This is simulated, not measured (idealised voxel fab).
Process module heading - voxel released beams
Section shown: cut. Width: 210 nm. Cell size: 5 nm, square.
If you're reading a cross-section in this doc, picture square cells in a grid; it comes to you as bands, top ones listed first down to the bottom, and a band can be one or more rows of cells.
What a band's entry tells you: where the top is and where the bottom is, as heights in nm, and after that what lies inside, material by material from left to right, each with its width in nm. Empty space is written as the word "air", and a single material marked with the word "everywhere" occupies the band from edge to edge.
Height 0 is the level under which the wafer as received is all one material. The lowest band goes on downwards, as in "0 -> down".
The expression "30->40" gives the width at the extremes of the band, the first number at its top row of cells and the second at its bottom row, with the width changing by equal amounts from each row to the next in between.
"nothing changed", as given for a step, is the statement that not any cell of the cross-section underwent a change during that step.
What "Completely sealed voids" gives you is every empty space of 8 cells or more that is cut off from the top. Each appears as width x height at distance, with the distance taken from the left edge and width, height and distance all in nm.
It should be noted that, on the line of a given step, the content following the step's settings is a remark produced by the simulator itself with respect to that step.
For masked steps, "overlay nm" on the step line gives how far right of plan the mask actually lay; a minus sign means it lay to the left.
SO HERE'S THE LINEUP OF PROCESS STEPS WE PLANNED
1,RECEIVE (material Si)
2,CONFORMAL_DEP (material SiN; thk nm 10)
3,DIRECTIONAL_DEP (material SiO2; thk nm 15)
4,DIRECTIONAL_DEP (material aC; thk nm 15)
5,PATTERN (tone open; mask id ANCHOR; material resist; width nm 45; thk nm 30; overlay nm 0)
6,DIRECTIONAL_ETCH (etch materials aC; depth nm 15)
7,STRIP (etch materials resist)
8,DIRECTIONAL_ETCH (etch materials SiO2; depth nm 15)
9,STRIP (etch materials aC)
10,CONFORMAL_DEP (material W; thk nm 15)
11,DIRECTIONAL_DEP (material aC; thk nm 15)
12,PATTERN (tone cover; mask id BEAM; material resist; width nm 120; thk nm 35; overlay nm 0)
13,DIRECTIONAL_ETCH (etch materials aC; depth nm 15)
14,STRIP (etch materials resist)
15,DIRECTIONAL_ETCH (etch materials W; depth nm 15)
16,STRIP (etch materials aC)
17,STRIP (etch materials SiO2)
AS RECEIVED (POST STEP 1): CROSS-SECTION
0 -> down: Si everywhere
Completely sealed voids: none
THE FIRST OF TWO WAFERS, CROSS-SECTIONED AT THE END OF THE MODULE, WITH THE RUN PROCEEDING AS PLANNED
40 -> 25: air 40, W 20, air 15, W 85, air 50
25 -> 10: air 45, W 45, air 120
10 -> 0: SiN everywhere
0 -> down: Si everywhere
Completely sealed voids: none
CROSS-SECTIONAL VIEW OF THE SECOND OF TWO WAFERS UPON COMPLETION OF THE MODULE. THIS WAFER SHARED ITS STARTING CONDITION AND PROCESS PLAN WITH THE FIRST; ONE ERROR WAS MADE DURING ITS EXECUTION
35 -> 25: air 40, W 15, air 25, W 80, air 50
25 -> 20: air 45, W 10, air 25, W 10, air 120
20 -> 10: air 45, W 45, air 120
10 -> 0: SiN everywhere
0 -> down: Si everywhere
Completely sealed voids: none
It is concluded that the wafer was processed incorrectly with respect to the plan, in that step 10 was processed under conditions differing from the plan, specifically as CONFORMAL_DEP (material W; thk nm 10)
In the final state, the cell counts of the second wafer exceed or fall short of those of the first for the following materials: 30 fewer of W
